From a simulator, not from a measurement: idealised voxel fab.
This is a process module. Its name is voxel transistor to metal.
Cross-section cut spans 200 nm and uses square cells 5 nm in size.
For the purposes of this document, a cross-section shall be understood as a grid of square cells, specified as bands listed in top-to-bottom order, each band consisting of one or more rows of cells.
Heads up on the band format: heights come first, top then bottom, in nm. After that it's the materials left to right, each with its width in nm. A single material flagged "all across" fills the whole band edge to edge, and "air" means there's empty space there.
Height 0 is the level under which the wafer as received is all one material. The lowest band goes on downwards, as in "from 0 down".
So if you see something like "30..40" for the width, read it as the top row of the band sitting at the first number and the bottom row at the second, with every row in between moving by the same amount as the last.
For the purposes of this document, the phrase "identical to before" attached to a step denotes that no cell within the cross-section was modified by that step.
The label "Unvented cavities" introduces a list of the empty spaces, 8 cells or larger, that have no open way up to the top; each entry in it reads width x height at distance, where the distance is taken from the left edge and all three are stated in nm.
Where a step's line continues beyond its settings, the continuation is a remark by the simulator itself on that step.
overlay nm: right-of-plan distance of the mask on a masked step; negative values mean left-of-plan.
### Set out below are the planned steps of the process
1. RECEIVE,material Si
2. CONFORMAL_DEP,material SiO2,thk nm 5
3. CONFORMAL_DEP,material SiN,thk nm 15
4. PATTERN,tone cover,mask id ACTIVE,material resist,width nm 105,thk nm 15,overlay nm 0
5. DIRECTIONAL_ETCH,etch materials SiN,depth nm 15
6. DIRECTIONAL_ETCH,etch materials SiO2,depth nm 5
7. DIRECTIONAL_ETCH,etch materials Si,depth nm 35
8. STRIP,etch materials resist
9. OXIDIZE,depth nm 5
10. FILL_DEP,material SiO2,thk nm 5
11. CMP,height nm 20
12. SELECTIVE_ETCH,etch materials SiO2,depth nm 15
13. STRIP,etch materials SiN
14. SELECTIVE_ETCH,etch materials SiO2,depth nm 5
15. OXIDIZE,depth nm 5
16. DIRECTIONAL_DEP,material polySi,thk nm 30
17. DIRECTIONAL_DEP,material SiCN,thk nm 15
18. DIRECTIONAL_DEP,material aC,thk nm 15
19. PATTERN,tone cover,mask id GATE,material resist,width nm 15,thk nm 30,overlay nm 0
20. DIRECTIONAL_ETCH,etch materials aC,depth nm 15
21. STRIP,etch materials resist
22. DIRECTIONAL_ETCH,etch materials SiCN,depth nm 25
23. DIRECTIONAL_ETCH,etch materials polySi,depth nm 40
24. STRIP,etch materials aC
25. CONFORMAL_DEP,material SiN,thk nm 10
26. DIRECTIONAL_ETCH,etch materials SiN,depth nm 10
27. DIRECTIONAL_ETCH,etch materials SiO2,depth nm 5
28. DIRECTIONAL_ETCH,etch materials Si,depth nm 10
29. EPI,material pSi,thk nm 15
30. FILL_DEP,material SiO2,thk nm 5
31. CMP,height nm 45
32. DIRECTIONAL_DEP,material SiO2,thk nm 10
33. MASKED_ETCH,tone open,mask id CONTACT,width nm 20,pitch nm 75,etch materials SiO2,depth nm 55,overlay nm -15
34. CONFORMAL_DEP,material TiN,thk nm 5
35. FILL_DEP,material Ru,thk nm 10
36. CMP,height nm 55
37. CONFORMAL_DEP,material SiCN,thk nm 5
38. DIRECTIONAL_DEP,material SiO2,thk nm 20
39. MASKED_ETCH,tone open,mask id METAL_1,width nm 20,pitch nm 75,etch materials SiO2,depth nm 20,overlay nm 0
40. MASKED_ETCH,tone open,mask id METAL_1,width nm 20,pitch nm 75,etch materials SiCN,depth nm 5,overlay nm 0
41. CONFORMAL_DEP,material TiN,thk nm 5
42. FILL_DEP,material Cu,thk nm 5
43. CMP,height nm 80
44. CONFORMAL_DEP,material SiCN,thk nm 5
45. DIRECTIONAL_DEP,material lowk,thk nm 35
46. PATTERN,tone open,mask id METAL_2,material resist,width nm 20,pitch nm 75,thk nm 15,overlay nm 0
47. DIRECTIONAL_ETCH,etch materials lowk,depth nm 20
48. STRIP,etch materials resist
49. MASKED_ETCH,tone open,mask id METAL_2_HOLES,width nm 15,pitch nm 75,etch materials lowk,depth nm 15,overlay nm 0
50. MASKED_ETCH,tone open,mask id METAL_2_HOLES,width nm 15,pitch nm 75,etch materials SiCN,depth nm 5,overlay nm 0
51. CONFORMAL_DEP,material TiN,thk nm 5
52. FILL_DEP,material Ru,thk nm 5
53. CMP,height nm 120
54. CONFORMAL_DEP,material SiN,thk nm 5
The plan shows the overlay nm of step 33 as the first wafer had it; this setting differs between the wafers, which start out alike.
### Cross-section: the first of several wafers in its as-received state, i.e. following step 1
* from 0 down: Si all across
* Unvented cavities: none
### Heads up, this table goes wafer by wafer. A row tells you, at the end of the module, how many cells of each material that wafer has put on (+) or dropped (-) since it was received, and then its closed voids
overlay nm -15, +16 Cu, +49 Ru, -211 Si, +75 SiCN, +76 SiN, +593 SiO2, +104 TiN, +230 lowk, +50 pSi, +18 polySi, Unvented cavities: none
overlay nm -10, +16 Cu, +56 Ru, -211 Si, +75 SiCN, +76 SiN, +584 SiO2, +106 TiN, +230 lowk, +50 pSi, +18 polySi, Unvented cavities: none
overlay nm -5, +16 Cu, +56 Ru, -211 Si, +75 SiCN, +76 SiN, +582 SiO2, +108 TiN, +230 lowk, +50 pSi, +18 polySi, Unvented cavities: none
overlay nm 0, +16 Cu, +56 Ru, -211 Si, +75 SiCN, +76 SiN, +582 SiO2, +108 TiN, +230 lowk, +50 pSi, +18 polySi, Unvented cavities: none
overlay nm 5, +16 Cu, +56 Ru, -211 Si, +75 SiCN, +76 SiN, +582 SiO2, +108 TiN, +230 lowk, +50 pSi, +18 polySi, Unvented cavities: none
overlay nm 10, +16 Cu, +56 Ru, -211 Si, +75 SiCN, +76 SiN, +584 SiO2, +106 TiN, +230 lowk, +50 pSi, +18 polySi, Unvented cavities: none
overlay nm 15, +16 Cu, +49 Ru, -211 Si, +75 SiCN, +76 SiN, +593 SiO2, +104 TiN, +230 lowk, +50 pSi, +18 polySi, Unvented cavities: none
